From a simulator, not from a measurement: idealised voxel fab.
A process module follows: voxel plated lines.
FYI the section here is cut, 225 nm wide, cells are 5 nm squares.
Cross-section = grid of square cells, listed top down in bands; band = one or more rows.
Top, bottom (nm), then materials left to right with widths (nm); lone material tagged "throughout" fills the whole band edge to edge; "blank" = empty space.
It should be noted that heights are counted from 0, beneath which the wafer as supplied is of one material throughout, and that the lowest band possesses no lower boundary but continues downward, as written in "0 -> down".
When a width is written as two numbers, as in "30..40", the first number is the width in the top row of cells of the band and the second is the width in its bottom row, and the width changes by the same amount from each row to the next.
What does "nothing altered" mean for a step? It means no cell of the cross-section changed in that step.
So "Fully sealed voids" is basically the list of trapped voids: any empty space of 8 cells or more that can't reach the top through an opening. They're written width x height at distance, the distance being from the left edge, and it's all nm.
The remark found on a step's line after its settings is issued by the simulator itself and pertains to that step.
If you see "overlay nm" on a step's line and that step has a mask, it's telling you how far right of where it was planned the mask ended up; a negative number means it went left instead.
Process steps - plan
1 RECEIVE | material Si
2 CONFORMAL_DEP | material Al2O3 | thk nm 10
3 DIRECTIONAL_DEP | material TiN | thk nm 5
4 PATTERN | tone open | mask id LINES | material resist | width nm 25 | pitch nm 55 | thk nm 15 | overlay nm 0
5 EPI | material Ru | thk nm 10
6 STRIP | etch materials resist
7 DIRECTIONAL_ETCH | etch materials TiN | depth nm 5
8 CONFORMAL_DEP | material SiO2 | thk nm 10
Shown in cross-section is the wafer as received, that is, as it stands after step 1
  0 -> down  Si throughout
  Fully sealed voids: none
Wafer cross-section at end of module: start and plan as shown above, one execution error
  35 -> 25  blank (55) | SiO2 (110) | blank (60)
  25 -> 20  blank (55) | SiO2 (10) | Ru (35) | SiO2 (20) | Ru (35) | SiO2 (10) | blank (60)
  20 -> 15  SiO2 (65) | Ru (35) | SiO2 (20) | Ru (35) | SiO2 (70)
  15 -> 10  SiO2 (65) | TiN (35) | SiO2 (20) | TiN (35) | SiO2 (70)
  10 -> 0  Al2O3 throughout
  0 -> down  Si throughout
  Fully sealed voids: none
Diagnosis: for step 4, the planned setting was not used; the step was instead run as PATTERN | tone open | mask id LINES | material resist | width nm 35 | pitch nm 55 | thk nm 15 | overlay nm 0
